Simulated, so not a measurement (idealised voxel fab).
Documented hereafter: the process module known as voxel gate over fins.
Cross-section cut spans 155 nm and uses square cells 5 nm in size.
Reading order for cross-sections: top band down to bottom band. Underlying form: a grid of square cells. Band size: one or more rows of cells.
Heads up on the band format: heights come first, top then bottom, in nm. After that it's the materials left to right, each with its width in nm. A single material flagged "all across" fills the whole band edge to edge, and "empty" means there's empty space there.
Ref level 0: as-received wafer is one material below here. Bottom band extends down with no lower bound ("0 and below").
Top row gets the first number, bottom row gets the second, and each row in between changes by the same step: that is how a band width like "30->40" works.
Step marked "no change"? Then no cell in the cross-section changed in it.
So "Voids, fully enclosed" is basically the list of trapped voids: any empty space of 8 cells or more that can't reach the top through an opening. They're written width x height at distance, the distance being from the left edge, and it's all nm.
Heads up: the bit after the settings on a step's line is the simulator's remark on that step.
overlay nm: how far to the right of its planned place the mask lay on this masked step (negative: to the left).

Listed below are the process steps as planned:
1,RECEIVE,material Si
2,CONFORMAL_DEP,material SiN,thk nm 10
3,MASKED_ETCH,tone cover,mask id FINS,width nm 15,pitch nm 55,etch materials SiN,depth nm 10,overlay nm 0
4,MASKED_ETCH,tone cover,mask id FINS,width nm 15,pitch nm 55,etch materials Si,depth nm 35,overlay nm 0
5,FILL_DEP,material SiO2,thk nm 15
6,CMP,height nm 10
7,DIRECTIONAL_DEP,material aC,thk nm 10
8,PATTERN,tone open,mask id RAIL,material resist,width nm 15,thk nm 25,overlay nm 0
9,DIRECTIONAL_ETCH,etch materials aC,depth nm 10
10,STRIP,etch materials resist
11,DIRECTIONAL_ETCH,etch materials SiO2,depth nm 40
12,STRIP,etch materials aC
13,CONFORMAL_DEP,material TiN,thk nm 5
14,FILL_DEP,material Ru,thk nm 10
15,CMP,height nm 10
16,SELECTIVE_ETCH,etch materials W Ru TiN,depth nm 30
17,FILL_DEP,material SiO2,thk nm 5
18,CMP,height nm 10
19,SELECTIVE_ETCH,etch materials SiO2,depth nm 25
20,STRIP,etch materials SiN
21,CONFORMAL_DEP,material HfO2,thk nm 5
22,CONFORMAL_DEP,material TiN,thk nm 5
23,CONFORMAL_DEP,material TiAl,thk nm 5
24,CONFORMAL_DEP,material TiN,thk nm 5
25,FILL_DEP,material W,thk nm 10
26,CMP,height nm 25
27,CONFORMAL_DEP,material SiCN,thk nm 10

Cross-section, incoming material, after step 1:
> 0 and below | Si all across
> Voids, fully enclosed: none

Cross-section, first of two wafers, end of module, run as planned:
> 35 down to 25 | SiCN all across
> 25 down to 20 | W all across
> 20 down to 15 | TiN all across
> 15 down to 10 | TiAl 45 nm, TiN 10 nm, TiAl 45 nm, TiN 10 nm, TiAl 45 nm
> 10 down to 5 | TiAl 5 nm, TiN 35 nm, TiAl 5 nm, TiN 10 nm, TiAl 5 nm, TiN 35 nm, TiAl 5 nm, TiN 10 nm, TiAl 5 nm, TiN 35 nm, TiAl 5 nm
> 5 down to 0 | TiAl 5 nm, TiN 5 nm, HfO2 25 nm, TiN 5 nm, TiAl 5 nm, TiN 10 nm, TiAl 5 nm, TiN 5 nm, HfO2 25 nm, TiN 5 nm, TiAl 5 nm, TiN 10 nm, TiAl 5 nm, TiN 5 nm, HfO2 25 nm, TiN 5 nm, TiAl 5 nm
> 0 down to -5 | TiAl 5 nm, TiN 5 nm, HfO2 5 nm, Si 15 nm, HfO2 5 nm, TiN 5 nm, TiAl 20 nm, TiN 5 nm, HfO2 5 nm, Si 15 nm, HfO2 5 nm, TiN 5 nm, TiAl 20 nm, TiN 5 nm, HfO2 5 nm, Si 15 nm, HfO2 5 nm, TiN 5 nm, TiAl 5 nm
> -5 down to -10 | TiN 10 nm, HfO2 5 nm, Si 15 nm, HfO2 5 nm, TiN 30 nm, HfO2 5 nm, Si 15 nm, HfO2 5 nm, TiN 30 nm, HfO2 5 nm, Si 15 nm, HfO2 5 nm, TiN 10 nm
> -10 down to -15 | HfO2 15 nm, Si 15 nm, HfO2 40 nm, Si 15 nm, HfO2 40 nm, Si 15 nm, HfO2 15 nm
> -15 down to -20 | SiO2 15 nm, Si 15 nm, SiO2 40 nm, Si 15 nm, SiO2 40 nm, Si 15 nm, SiO2 15 nm
> -20 down to -25 | SiO2 15 nm, Si 15 nm, SiO2 10 nm, TiN 5 nm, Ru 5 nm, TiN 5 nm, SiO2 15 nm, Si 15 nm, SiO2 40 nm, Si 15 nm, SiO2 15 nm
> -25 down to -30 | SiO2 15 nm, Si 15 nm, SiO2 10 nm, TiN 15 nm, SiO2 15 nm, Si 15 nm, SiO2 40 nm, Si 15 nm, SiO2 15 nm
> -30 down to -35 | SiO2 15 nm, Si 15 nm, SiO2 40 nm, Si 15 nm, SiO2 40 nm, Si 15 nm, SiO2 15 nm
> -35 and below | Si all across
> Voids, fully enclosed: none

End-of-module cross-section of the second wafer: identical starting point and process plan to the first, with one processing mistake:
> 35 down to 25 | SiCN all across
> 25 down to 20 | W all across
> 20 down to 15 | TiN all across
> 15 down to 10 | TiAl 45 nm, TiN 10 nm, TiAl 45 nm, TiN 10 nm, TiAl 45 nm
> 10 down to 5 | TiAl 5 nm, HfO2 35 nm, TiAl 5 nm, TiN 10 nm, TiAl 5 nm, HfO2 35 nm, TiAl 5 nm, TiN 10 nm, TiAl 5 nm, HfO2 35 nm, TiAl 5 nm
> 5 down to 0 | TiAl 5 nm, HfO2 5 nm, TiN 25 nm, HfO2 5 nm, TiAl 5 nm, TiN 10 nm, TiAl 5 nm, HfO2 5 nm, TiN 25 nm, HfO2 5 nm, TiAl 5 nm, TiN 10 nm, TiAl 5 nm, HfO2 5 nm, TiN 25 nm, HfO2 5 nm, TiAl 5 nm
> 0 down to -5 | TiAl 5 nm, HfO2 5 nm, TiN 5 nm, Si 15 nm, TiN 5 nm, HfO2 5 nm, TiAl 20 nm, HfO2 5 nm, TiN 5 nm, Si 15 nm, TiN 5 nm, HfO2 5 nm, TiAl 20 nm, HfO2 5 nm, TiN 5 nm, Si 15 nm, TiN 5 nm, HfO2 5 nm, TiAl 5 nm
> -5 down to -10 | HfO2 10 nm, TiN 5 nm, Si 15 nm, TiN 5 nm, HfO2 30 nm, TiN 5 nm, Si 15 nm, TiN 5 nm, HfO2 30 nm, TiN 5 nm, Si 15 nm, TiN 5 nm, HfO2 10 nm
> -10 down to -15 | TiN 15 nm, Si 15 nm, TiN 40 nm, Si 15 nm, TiN 40 nm, Si 15 nm, TiN 15 nm
> -15 down to -20 | SiO2 15 nm, Si 15 nm, SiO2 40 nm, Si 15 nm, SiO2 40 nm, Si 15 nm, SiO2 15 nm
> -20 down to -25 | SiO2 15 nm, Si 15 nm, SiO2 10 nm, TiN 5 nm, Ru 5 nm, TiN 5 nm, SiO2 15 nm, Si 15 nm, SiO2 40 nm, Si 15 nm, SiO2 15 nm
> -25 down to -30 | SiO2 15 nm, Si 15 nm, SiO2 10 nm, TiN 15 nm, SiO2 15 nm, Si 15 nm, SiO2 40 nm, Si 15 nm, SiO2 15 nm
> -30 down to -35 | SiO2 15 nm, Si 15 nm, SiO2 40 nm, Si 15 nm, SiO2 40 nm, Si 15 nm, SiO2 15 nm
> -35 and below | Si all across
> Voids, fully enclosed: none
Against the plan, the run slipped here: steps 21 and 22 swapped
Heads up: at the end the two wafers have identical cell counts per material, they're just laid out differently.
